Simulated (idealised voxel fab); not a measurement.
Title: Process Module voxel spacer lines
The figure presents cross-section cut, which has a width of 165 nm and is divided into square cells with an edge length of 5 nm.
The cross-sections in this document take the form of a grid made of square cells. They are written out as bands, in order from top to bottom. Each band consists of one or more rows of cells. What a band's entry tells you: where the top is and where the bottom is, as heights in nm, and after that what lies inside, material by material from left to right, each with its width in nm. Empty space is written as the word "blank", and a single material marked with the word "throughout" occupies the band from edge to edge. Measure heights from 0. That's the level where, below it, the as-received wafer is all one material. The lowest band is bottomless and extends downward; write it as in "top 0, no bottom". You'd read "30..40" like this: the band's top row of cells is as wide as the first number, its bottom row is as wide as the second, and going down, every row changes width by the same amount as the row before did. Given "no change occurred" for a step, no cell of the cross-section differs between before and after that step. Empty spaces counting at least 8 cells and having no open way to the top are listed in "Entrapped void list". The notation width x height at distance is used for each, the distance being from the left edge and all three values in nm. It should be noted that, on the line of a given step, the content following the step's settings is a remark produced by the simulator itself with respect to that step. What "overlay nm" on a step's line means: if the step has a mask, that mask lay this far to the right of its planned place, or, when the value is negative, to the left.

Below is the list of planned process steps
1: RECEIVE,material Si
2: CONFORMAL_DEP,material SiO2,thk nm 5
3: DIRECTIONAL_DEP,material W,thk nm 20
4: DIRECTIONAL_DEP,material polySi,thk nm 30
5: PATTERN,tone cover,mask id MANDREL,material resist,width nm 20,pitch nm 60,thk nm 40,overlay nm 0
6: DIRECTIONAL_ETCH,etch materials polySi,depth nm 30
7: STRIP,etch materials resist
8: CONFORMAL_DEP,material SiN,thk nm 10
9: DIRECTIONAL_ETCH,etch materials SiN,depth nm 10
10: STRIP,etch materials polySi
11: DIRECTIONAL_ETCH,etch materials W,depth nm 20
12: STRIP,etch materials SiN

Wafer as received: cross-section following step 1
    top 0, no bottom | Si throughout
    Entrapped void list: none

First of two wafers, end-of-module section, run followed plan
    top 25, bottom 5 | blank (30); W (10); blank (20); W (10); blank (20); W (10); blank (20); W (10); blank (35)
    top 5, bottom 0 | SiO2 throughout
    top 0, no bottom | Si throughout
    Entrapped void list: none

Second wafer of the two, sectioned at the end of the module. It began like the first and followed the same plan, but one mistake was made while running it
    top 45, bottom 25 | blank (30); W (10); blank (20); W (10); blank (20); W (10); blank (20); W (10); blank (35)
    top 25, bottom 5 | W throughout
    top 5, bottom 0 | SiO2 throughout
    top 0, no bottom | Si throughout
    Entrapped void list: none
Nonconformance to the process plan: the plan had its step 3 run twice
Wafer comparison, final, in cells, second relative to first, materials more or fewer: +132 W
